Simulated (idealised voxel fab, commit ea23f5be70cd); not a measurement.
process module | voxel transistor to metal
cross-section cut | 265 nm wide | cells 5 nm
A cross-section is a grid of square cells, given in bands from the top down. A band is one or more rows of cells.
Each band's line starts with the height of the band's top and of its bottom, in nm. Then come its materials from left to right, each with its width in nm. One material with "throughout" fills the band from edge to edge. "air" is empty space.
Height 0 is the level under which the wafer as received is all one material. The lowest band goes on downwards, as in "0 down".
A width such as "30 to 40" changes by the same amount from each row of cells to the next, from the band's top row to its bottom row.
"no change" after a step means that no cell of the cross-section changed.
closed voids: empty space of 8 cells or more with no open way to the top, each as width x height at its distance from the left edge, in nm
after a step's settings: what the simulator itself notes on the step
overlay nm, on a step with a mask: how far to the right of its planned place the mask lay; to the left if negative
plan
1 op RECEIVE | material Si
2 op OXIDIZE | depth nm 5
3 op CONFORMAL_DEP | material SiN | thk nm 15
4 op MASKED_ETCH | tone cover | mask id ACTIVE | width nm 105 | pitch nm 130 | etch materials SiN | depth nm 15 | overlay nm 0
5 op MASKED_ETCH | tone cover | mask id ACTIVE | width nm 105 | pitch nm 130 | etch materials SiO2 | depth nm 5 | overlay nm 0
6 op MASKED_ETCH | tone cover | mask id ACTIVE | width nm 105 | pitch nm 130 | etch materials Si | depth nm 30 | overlay nm 0
7 op OXIDIZE | depth nm 5
8 op FILL_DEP | material SiO2 | thk nm 5
9 op CMP | height nm 15
10 op SELECTIVE_ETCH | etch materials SiO2 | depth nm 10
11 op STRIP | etch materials SiN
12 op SELECTIVE_ETCH | etch materials SiO2 | depth nm 5
13 op OXIDIZE | depth nm 5
14 op DIRECTIONAL_DEP | material polySi | thk nm 20
15 op DIRECTIONAL_DEP | material SiCN | thk nm 15
16 op DIRECTIONAL_DEP | material aC | thk nm 15
17 op PATTERN | tone cover | mask id GATE | material resist | width nm 15 | pitch nm 130 | thk nm 35 | overlay nm 0
18 op DIRECTIONAL_ETCH | etch materials aC | depth nm 15
19 op STRIP | etch materials resist
20 op DIRECTIONAL_ETCH | etch materials SiCN | depth nm 25
21 op DIRECTIONAL_ETCH | etch materials polySi | depth nm 30
22 op STRIP | etch materials aC
23 op CONFORMAL_DEP | material SiO2 | thk nm 5
24 op DIRECTIONAL_ETCH | etch materials SiO2 | depth nm 5
25 op CONFORMAL_DEP | material SiN | thk nm 10
26 op DIRECTIONAL_ETCH | etch materials SiN | depth nm 10
27 op DIRECTIONAL_ETCH | etch materials SiO2 | depth nm 5
28 op DIRECTIONAL_ETCH | etch materials Si | depth nm 15
29 op EPI | material SiGe | thk nm 15
30 op FILL_DEP | material SiO2 | thk nm 10
31 op CMP | height nm 30
32 op DIRECTIONAL_DEP | material SiO2 | thk nm 10
33 op DIRECTIONAL_DEP | material aC | thk nm 15
34 op PATTERN | tone open | mask id CONTACT | material resist | width nm 35 | thk nm 35 | overlay nm 0
35 op DIRECTIONAL_ETCH | etch materials aC | depth nm 15
36 op STRIP | etch materials resist
37 op DIRECTIONAL_ETCH | etch materials SiO2 | depth nm 35
38 op STRIP | etch materials aC
39 op CONFORMAL_DEP | material TiN | thk nm 5
40 op FILL_DEP | material Ru | thk nm 10
41 op CMP | height nm 40
42 op CONFORMAL_DEP | material SiN | thk nm 5
43 op DIRECTIONAL_DEP | material SiO2 | thk nm 20
44 op MASKED_ETCH | tone open | mask id METAL_1 | width nm 20 | etch materials SiO2 | depth nm 20 | overlay nm 0
45 op MASKED_ETCH | tone open | mask id METAL_1 | width nm 20 | etch materials SiN | depth nm 5 | overlay nm 0
46 op CONFORMAL_DEP | material TiN | thk nm 5
47 op FILL_DEP | material Cu | thk nm 10
48 op CMP | height nm 65
49 op CONFORMAL_DEP | material SiCN | thk nm 5
varied across the wafers: depth nm of step 12. The plan shows the first wafer's value. All wafers start alike
first wafer as received, after step 1
  0 down: Si throughout
  closed voids: none
each wafer at the end: cells of each material gained (+) or lost (-) since it was received, then its closed voids
depth nm 5 | +32 Cu | +80 Ru | -244 Si | +71 SiCN | +100 SiGe | +101 SiN | +454 SiO2 | +124 TiN | +24 polySi | closed voids: none
depth nm 10 | +32 Cu | +80 Ru | -248 Si | +71 SiCN | +108 SiGe | +97 SiN | +454 SiO2 | +124 TiN | +24 polySi | closed voids: none
depth nm 15 | +32 Cu | +80 Ru | -252 Si | +71 SiCN | +92 SiGe | +109 SiN | +462 SiO2 | +124 TiN | +24 polySi | closed voids: none
depth nm 20 | +32 Cu | +80 Ru | -256 Si | +71 SiCN | +84 SiGe | +117 SiN | +466 SiO2 | +124 TiN | +24 polySi | closed voids: none
